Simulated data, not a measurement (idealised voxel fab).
This is a process module. Its name is voxel capacitor over wiring.
Cross-section cut spans 180 nm and uses square cells 5 nm in size.
Each cross-section below is a grid of square cells, stated as bands in top-down order, with one or more rows of cells making up each band. Basically the band line says how high the top is and how high the bottom is, in nm, and then what's in it from left to right, every material with its width in nm. Empty space shows up as "empty", and if a single material carries "everywhere" it runs the full band edge to edge. Height 0 is the level under which the wafer as received is all one material. The lowest band goes on downwards, as in "0 and below". Width: "30..40" (first number = top row, second number = bottom row, same change from row to row of cells). Where a step carries "nothing altered", the cross-section came out of it unchanged, cell for cell. The entry titled "Closed void entries" provides the empty spaces that have no open way to the top, restricted to those of 8 cells or more. Each is presented as width x height at distance, the distance being measured from the left edge, with all three in nm. What comes after the settings on a step's line is commentary from the simulator itself on that step. Each step line may optionally specify "overlay nm", which for a step with a mask gives the rightward distance between the mask's planned place and where it lay, a negative value indicating the leftward direction.

-- Listed below are the process steps as planned
step 1: RECEIVE | material Si
step 2: CONFORMAL_DEP | material SiO2 | thk nm 15
step 3: CONFORMAL_DEP | material SiN | thk nm 5
step 4: DIRECTIONAL_DEP | material lowk | thk nm 20
step 5: DIRECTIONAL_DEP | material aC | thk nm 10
step 6: PATTERN | tone open | mask id METAL_1 | material resist | width nm 25 | pitch nm 75 | thk nm 30 | overlay nm 0
step 7: DIRECTIONAL_ETCH | etch materials aC | depth nm 10
step 8: STRIP | etch materials resist
step 9: DIRECTIONAL_ETCH | etch materials lowk | depth nm 20
step 10: DIRECTIONAL_ETCH | etch materials SiN | depth nm 5
step 11: STRIP | etch materials aC
step 12: CONFORMAL_DEP | material TiN | thk nm 5
step 13: FILL_DEP | material W | thk nm 10
step 14: CMP | height nm 40
step 15: CONFORMAL_DEP | material SiCN | thk nm 5
step 16: DIRECTIONAL_DEP | material lowk | thk nm 15
step 17: DIRECTIONAL_DEP | material aC | thk nm 15
step 18: PATTERN | tone open | mask id PLUG_1 | material resist | width nm 15 | thk nm 35 | overlay nm 0
step 19: DIRECTIONAL_ETCH | etch materials aC | depth nm 15
step 20: STRIP | etch materials resist
step 21: DIRECTIONAL_ETCH | etch materials lowk | depth nm 15
step 22: DIRECTIONAL_ETCH | etch materials SiCN | depth nm 5
step 23: STRIP | etch materials aC
step 24: CONFORMAL_DEP | material TiN | thk nm 5
step 25: FILL_DEP | material Ru | thk nm 5
step 26: CMP | height nm 60
step 27: DIRECTIONAL_DEP | material TiN | thk nm 10
step 28: DIRECTIONAL_DEP | material Al2O3 | thk nm 5
step 29: DIRECTIONAL_DEP | material TiN | thk nm 5
step 30: PATTERN | tone cover | mask id UPPER_PLATE | material resist | width nm 55 | thk nm 20 | overlay nm 0
step 31: DIRECTIONAL_ETCH | etch materials TiN | depth nm 5
step 32: DIRECTIONAL_ETCH | etch materials Al2O3 | depth nm 5
step 33: STRIP | etch materials resist
step 34: PATTERN | tone cover | mask id LOWER_PLATE | material resist | width nm 65 | thk nm 20 | overlay nm 0
step 35: DIRECTIONAL_ETCH | etch materials TiN | depth nm 10
step 36: STRIP | etch materials resist
step 37: FILL_DEP | material SiO2 | thk nm 20
step 38: CMP | height nm 95
step 39: DIRECTIONAL_DEP | material aC | thk nm 15
step 40: PATTERN | tone open | mask id PLUG_2 | material resist | width nm 15 | thk nm 30 | overlay nm 0
step 41: DIRECTIONAL_ETCH | etch materials aC | depth nm 15
step 42: STRIP | etch materials resist
step 43: DIRECTIONAL_ETCH | etch materials SiO2 | depth nm 15
step 44: STRIP | etch materials aC
step 45: CONFORMAL_DEP | material TiN | thk nm 5
step 46: FILL_DEP | material Cu | thk nm 10
step 47: CMP | height nm 95
step 48: CONFORMAL_DEP | material SiN | thk nm 5

-- Cross-section of the wafer as it came to us, i.e., already through step 1
- 0 and below  Si everywhere
- Closed void entries: none

-- Cross-section taken at module completion on the first of two wafers; processed per the plan
- 100 down to 95  SiN everywhere
- 95 down to 85  SiO2 (60)  TiN (5)  Cu (5)  TiN (5)  SiO2 (105)
- 85 down to 75  SiO2 (60..50)  TiN (15..55)  SiO2 (105..75)
- 75 down to 70  SiO2 (50)  Al2O3 (55)  SiO2 (75)
- 70 down to 60  SiO2 (45)  TiN (65)  SiO2 (70)
- 60 down to 45  lowk (50)  TiN (5)  Ru (5)  TiN (5)  lowk (115)
- 45 down to 40  SiCN (50)  TiN (15)  SiCN (115)
- 40 down to 20  lowk (40)  TiN (5)  W (15)  TiN (5)  lowk (50)  TiN (5)  W (15)  TiN (5)  lowk (40)
- 20 down to 15  SiN (40)  TiN (25)  SiN (50)  TiN (25)  SiN (40)
- 15 down to 0  SiO2 everywhere
- 0 and below  Si everywhere
- Closed void entries: none

-- End of module, second wafer, cross-section. Started like the first, planned like the first, run with one mistake
- 110 down to 105  SiN everywhere
- 105 down to 100  Cu everywhere
- 100 down to 95  TiN (65)  Cu (5)  TiN (110)
- 95 down to 85  SiO2 (60)  TiN (5)  Cu (5)  TiN (5)  SiO2 (105)
- 85 down to 75  SiO2 (60..50)  TiN (15..55)  SiO2 (105..75)
- 75 down to 70  SiO2 (50)  Al2O3 (55)  SiO2 (75)
- 70 down to 60  SiO2 (45)  TiN (65)  SiO2 (70)
- 60 down to 45  lowk (50)  TiN (5)  Ru (5)  TiN (5)  lowk (115)
- 45 down to 40  SiCN (50)  TiN (15)  SiCN (115)
- 40 down to 20  lowk (40)  TiN (5)  W (15)  TiN (5)  lowk (50)  TiN (5)  W (15)  TiN (5)  lowk (40)
- 20 down to 15  SiN (40)  TiN (25)  SiN (50)  TiN (25)  SiN (40)
- 15 down to 0  SiO2 everywhere
- 0 and below  Si everywhere
- Closed void entries: none
The mistake made against the process plan was this: step 47: run off-plan, actual operation and settings CMP | height nm 105
The closing comparison, in cells, has the second wafer with more or fewer of some materials than the first: Cu +37, TiN +35
